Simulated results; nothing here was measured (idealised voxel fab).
The process module that follows is named voxel released beams.
Square cell edge 5 nm, section width 290 nm, ID cut.
Throughout this document, each cross-section is represented as a grid of square cells and is presented as a sequence of bands enumerated from the top downward, where a band comprises one or more rows of cells.
Each band's line starts with the height of the band's top and of its bottom, in nm. Then come its materials from left to right, each with its width in nm. One material with "everywhere" fills the band from edge to edge. "empty" is empty space.
Heads up on the height convention: 0 is the point under which the incoming wafer is all one material, and the lowest band has no bottom, it just keeps going down, like "0 nm and below".
Width: "30 to 40" (first number = top row, second number = bottom row, same change from row to row of cells).
Step note "remained unchanged" = no cross-section cell changed.
Any empty space of 8 cells or more lacking an open way to the top shows up in "Voids lacking openings" as width x height at distance, distance from the left edge, in nm.
What comes after the settings on a step's line is commentary from the simulator itself on that step.
What "overlay nm" on a step's line means: if the step has a mask, that mask lay this far to the right of its planned place, or, when the value is negative, to the left.
[Set out below are the planned steps of the process]
step 1: op RECEIVE | material Si
step 2: op CONFORMAL_DEP | material SiN | thk nm 5
step 3: op DIRECTIONAL_DEP | material SiO2 | thk nm 10
step 4: op MASKED_ETCH | tone open | mask id ANCHOR | width nm 30 | etch materials SiO2 | depth nm 10 | overlay nm 0
step 5: op CONFORMAL_DEP | material TiN | thk nm 10
step 6: op MASKED_ETCH | tone cover | mask id BEAM | width nm 100 | etch materials TiN | depth nm 10 | overlay nm 0
step 7: op STRIP | etch materials SiO2
[Cross-sectional view of the wafer in its as-received condition, corresponding to the state after step 1]
	0 nm and below = Si everywhere
	Voids lacking openings: none
[First of two wafers, end-of-module section, run followed plan]
	25 nm to 15 nm = empty (90), then TiN (15), then empty (10), then TiN (75), then empty (100)
	15 nm to 5 nm = empty (95), then TiN (30), then empty (165)
	5 nm to 0 nm = SiN everywhere
	0 nm and below = Si everywhere
	Voids lacking openings: none
[Second wafer through the module, sectioned at the end: same beginning and same plan as the first wafer, with one mistake in carrying it out]
	25 nm to 15 nm = empty (90), then TiN (5), then empty (10), then TiN (85), then empty (100)
	15 nm to 5 nm = empty (85), then TiN (30), then empty (175)
	5 nm to 0 nm = SiN everywhere
	0 nm and below = Si everywhere
	Voids lacking openings: none
Against the plan, the run slipped here: step 4 ran as: op MASKED_ETCH | tone open | mask id ANCHOR | width nm 30 | etch materials SiO2 | depth nm 10 | overlay nm -10
Both wafers, final: cells per material equal; arrangement not.
